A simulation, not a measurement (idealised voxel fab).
Module name: voxel self aligned vias (process module)
The figure presents cross-section cut, which has a width of 240 nm and is divided into square cells with an edge length of 5 nm.
Think of the cross-section as a grid of square cells. We describe it in bands, top to bottom, and each band covers one or more rows of those cells. Heights first: top, then bottom, in nm. Then materials, left to right, each with a width in nm. "everywhere" on a single material: fills the band edge to edge. "blank": empty space. Measure heights from 0. That's the level where, below it, the as-received wafer is all one material. The lowest band is bottomless and extends downward; write it as in "0 down". A two-number width, for instance "30 to 40", indicates that the width is equal to the first number in the top row of the band and to the second number in the bottom row, and that it changes by a constant amount per row of cells. Where a step carries "remained unchanged", the cross-section came out of it unchanged, cell for cell. Look at "Enclosed cavity list" for the closed voids: empty spaces with no open path to the top, sized 8 cells or up. Each is width x height at distance, distance from the left edge, all nm. Post-settings text on a step line: simulator's own remark regarding the step. "overlay nm", when on a step's line for a step with a mask, measures how far to the right of its planned place the mask lay; a negative measure means to the left.

**The planned process steps are enumerated hereunder**
1 RECEIVE with material Si
2 CONFORMAL_DEP with material SiO2, thk nm 10
3 CONFORMAL_DEP with material SiCN, thk nm 5
4 DIRECTIONAL_DEP with material SiO2, thk nm 20
5 PATTERN with tone open, mask id LINES, material resist, width nm 25, pitch nm 60, thk nm 20, overlay nm 0
6 DIRECTIONAL_ETCH with etch materials SiO2, depth nm 20
7 STRIP with etch materials resist
8 CONFORMAL_DEP with material TiN, thk nm 5
9 FILL_DEP with material W, thk nm 10
10 CMP with height nm 35
11 SELECTIVE_ETCH with etch materials W Ru TiN, depth nm 10
12 FILL_DEP with material SiN, thk nm 10
13 CMP with height nm 35
14 DIRECTIONAL_DEP with material SiO2, thk nm 20
15 DIRECTIONAL_DEP with material aC, thk nm 15
16 PATTERN with tone open, mask id VIAS, material resist, width nm 35, thk nm 35, overlay nm 0
17 DIRECTIONAL_ETCH with etch materials aC, depth nm 15
18 STRIP with etch materials resist
19 DIRECTIONAL_ETCH with etch materials SiO2, depth nm 20
20 DIRECTIONAL_ETCH with etch materials SiN, depth nm 10
21 STRIP with etch materials aC
22 CONFORMAL_DEP with material TiN, thk nm 5
23 FILL_DEP with material Ru, thk nm 10
24 CMP with height nm 55
25 CONFORMAL_DEP with material SiN, thk nm 5

**The first of a set of two wafers, run to plan**

**Wafer at receipt (post step 1), cross-section**
0 down  Si everywhere
Enclosed cavity list: none

**Step 2 complete: cross-section through the wafer**
10 to 0  SiO2 everywhere
Below 0, the layers are the same as they were.

**Step 3 complete: cross-section through the wafer**
15 to 10  SiCN everywhere
Below 10, the layers are the same as they were.

**Step 4 complete: cross-section through the wafer**
35 to 15  SiO2 everywhere
Below 15, the layers are the same as they were.

**Step 5 complete: cross-section through the wafer**
55 to 35  75 resist / 25 blank / 35 resist / 25 blank / 80 resist
Below 35, the layers are the same as they were.

**Step 6 complete: cross-section through the wafer**
55 to 35  75 resist / 25 blank / 35 resist / 25 blank / 80 resist
35 to 15  75 SiO2 / 25 blank / 35 SiO2 / 25 blank / 80 SiO2
Below 15, the layers are the same as they were.

**Step 7 complete: cross-section through the wafer**
35 to 15  75 SiO2 / 25 blank / 35 SiO2 / 25 blank / 80 SiO2
Below 15, the layers are the same as they were.

**Step 8 complete: cross-section through the wafer**
40 to 35  80 TiN / 15 blank / 45 TiN / 15 blank / 85 TiN
35 to 20  75 SiO2 / 5 TiN / 15 blank / 5 TiN / 35 SiO2 / 5 TiN / 15 blank / 5 TiN / 80 SiO2
20 to 15  75 SiO2 / 25 TiN / 35 SiO2 / 25 TiN / 80 SiO2
Below 15, the layers are the same as they were.

**Step 9 complete: cross-section through the wafer**
50 to 40  W everywhere
40 to 35  80 TiN / 15 W / 45 TiN / 15 W / 85 TiN
35 to 20  75 SiO2 / 5 TiN / 15 W / 5 TiN / 35 SiO2 / 5 TiN / 15 W / 5 TiN / 80 SiO2
Below 20, the layers are the same as they were.

**Step 10 complete: cross-section through the wafer**
35 to 20  75 SiO2 / 5 TiN / 15 W / 5 TiN / 35 SiO2 / 5 TiN / 15 W / 5 TiN / 80 SiO2
Below 20, the layers are the same as they were.

**Step 11 complete: cross-section through the wafer**
35 to 25  75 SiO2 / 25 blank / 35 SiO2 / 25 blank / 80 SiO2
Below 25, the layers are the same as they were.

**Step 12 complete: cross-section through the wafer**
45 to 35  SiN everywhere
35 to 25  75 SiO2 / 25 SiN / 35 SiO2 / 25 SiN / 80 SiO2
Below 25, the layers are the same as they were.

**Step 13 complete: cross-section through the wafer**
35 to 25  75 SiO2 / 25 SiN / 35 SiO2 / 25 SiN / 80 SiO2
Below 25, the layers are the same as they were.

**Step 14 complete: cross-section through the wafer**
55 to 35  SiO2 everywhere
Below 35, the layers are the same as they were.

**Step 15 complete: cross-section through the wafer**
70 to 55  aC everywhere
Below 55, the layers are the same as they were.

**Step 16 complete: cross-section through the wafer**
105 to 70  70 resist / 35 blank / 135 resist
Below 70, the layers are the same as they were.

**Step 17 complete: cross-section through the wafer**
90 to 70  70 resist / 35 blank / 135 resist
70 to 55  70 aC / 35 blank / 135 aC
Below 55, the layers are the same as they were.

**Step 18 complete: cross-section through the wafer**
70 to 55  70 aC / 35 blank / 135 aC
Below 55, the layers are the same as they were.

**Step 19 complete: cross-section through the wafer**
70 to 55  70 aC / 35 blank / 135 aC
55 to 35  70 SiO2 / 35 blank / 135 SiO2
Below 35, the layers are the same as they were.

**Step 20 complete: cross-section through the wafer**
70 to 55  70 aC / 35 blank / 135 aC
55 to 35  70 SiO2 / 35 blank / 135 SiO2
35 to 25  75 SiO2 / 25 blank / 35 SiO2 / 25 SiN / 80 SiO2
Below 25, the layers are the same as they were.

**Step 21 complete: cross-section through the wafer**
55 to 35  70 SiO2 / 35 blank / 135 SiO2
Below 35, the layers are the same as they were.

**Step 22 complete: cross-section through the wafer**
60 to 55  75 TiN / 25 blank / 140 TiN
55 to 40  70 SiO2 / 5 TiN / 25 blank / 5 TiN / 135 SiO2
40 to 35  70 SiO2 / 10 TiN / 15 blank / 10 TiN / 135 SiO2
35 to 30  75 SiO2 / 5 TiN / 15 blank / 5 TiN / 35 SiO2 / 25 SiN / 80 SiO2
30 to 25  75 SiO2 / 25 TiN / 35 SiO2 / 25 SiN / 80 SiO2
Below 25, the layers are the same as they were.

**Step 23 complete: cross-section through the wafer**
70 to 60  Ru everywhere
60 to 55  75 TiN / 25 Ru / 140 TiN
55 to 40  70 SiO2 / 5 TiN / 25 Ru / 5 TiN / 135 SiO2
40 to 35  70 SiO2 / 10 TiN / 15 Ru / 10 TiN / 135 SiO2
35 to 30  75 SiO2 / 5 TiN / 15 Ru / 5 TiN / 35 SiO2 / 25 SiN / 80 SiO2
Below 30, the layers are the same as they were.

**Step 24 complete: cross-section through the wafer**
55 to 40  70 SiO2 / 5 TiN / 25 Ru / 5 TiN / 135 SiO2
Below 40, the layers are the same as they were.

**Step 25 complete: cross-section through the wafer**
60 to 55  SiN everywhere
Below 55, the layers are the same as they were.

**What follows concerns the second wafer, which started out like the first and was meant to follow the very same plan; one mistake crept in when it was run, but everything up to and including step 18 is the same as for the first wafer**

**The second wafer in cross-section, at the planned close of step 19**
70 to 55  70 aC / 35 blank / 135 aC
55 to 35  70 SiO2 / 35 blank / 135 SiO2
35 to 25  70 SiO2 / 5 blank / 25 SiN / 5 blank / 30 SiO2 / 25 SiN / 80 SiO2
25 to 20  70 SiO2 / 5 blank / 5 TiN / 15 W / 5 TiN / 5 blank / 30 SiO2 / 5 TiN / 15 W / 5 TiN / 80 SiO2
20 to 15  70 SiO2 / 5 blank / 25 TiN / 5 blank / 30 SiO2 / 25 TiN / 80 SiO2
Below 15, the layers are the same as they were.

**The second wafer in cross-section, at the planned close of step 20**
70 to 55  70 aC / 35 blank / 135 aC
55 to 35  70 SiO2 / 35 blank / 135 SiO2
35 to 25  70 SiO2 / 35 blank / 30 SiO2 / 25 SiN / 80 SiO2
Below 25, the layers are the same as they were.

**The second wafer in cross-section, at the planned close of step 21**
55 to 35  70 SiO2 / 35 blank / 135 SiO2
Below 35, the layers are the same as they were.

**The second wafer in cross-section, at the planned close of step 22**
60 to 55  75 TiN / 25 blank / 140 TiN
55 to 35  70 SiO2 / 5 TiN / 25 blank / 5 TiN / 135 SiO2
35 to 30  70 SiO2 / 5 TiN / 25 blank / 5 TiN / 30 SiO2 / 25 SiN / 80 SiO2
30 to 25  70 SiO2 / 35 TiN / 30 SiO2 / 25 SiN / 80 SiO2
25 to 20  70 SiO2 / 10 TiN / 15 W / 10 TiN / 30 SiO2 / 5 TiN / 15 W / 5 TiN / 80 SiO2
20 to 15  70 SiO2 / 35 TiN / 30 SiO2 / 25 TiN / 80 SiO2
Below 15, the layers are the same as they were.

**The second wafer in cross-section, at the planned close of step 23**
70 to 60  Ru everywhere
60 to 55  75 TiN / 25 Ru / 140 TiN
55 to 35  70 SiO2 / 5 TiN / 25 Ru / 5 TiN / 135 SiO2
35 to 30  70 SiO2 / 5 TiN / 25 Ru / 5 TiN / 30 SiO2 / 25 SiN / 80 SiO2
Below 30, the layers are the same as they were.

**The second wafer in cross-section, at the planned close of step 24**
55 to 35  70 SiO2 / 5 TiN / 25 Ru / 5 TiN / 135 SiO2
Below 35, the layers are the same as they were.

**The second wafer in cross-section, at the planned close of step 25**
60 to 55  SiN everywhere
Below 55, the layers are the same as they were.
What was the processing mistake? step 19 of the plan was performed twice
Final wafer comparison in cells, second versus first, more or fewer per material: 4 more of Ru | 8 fewer of SiO2 | 4 more of TiN
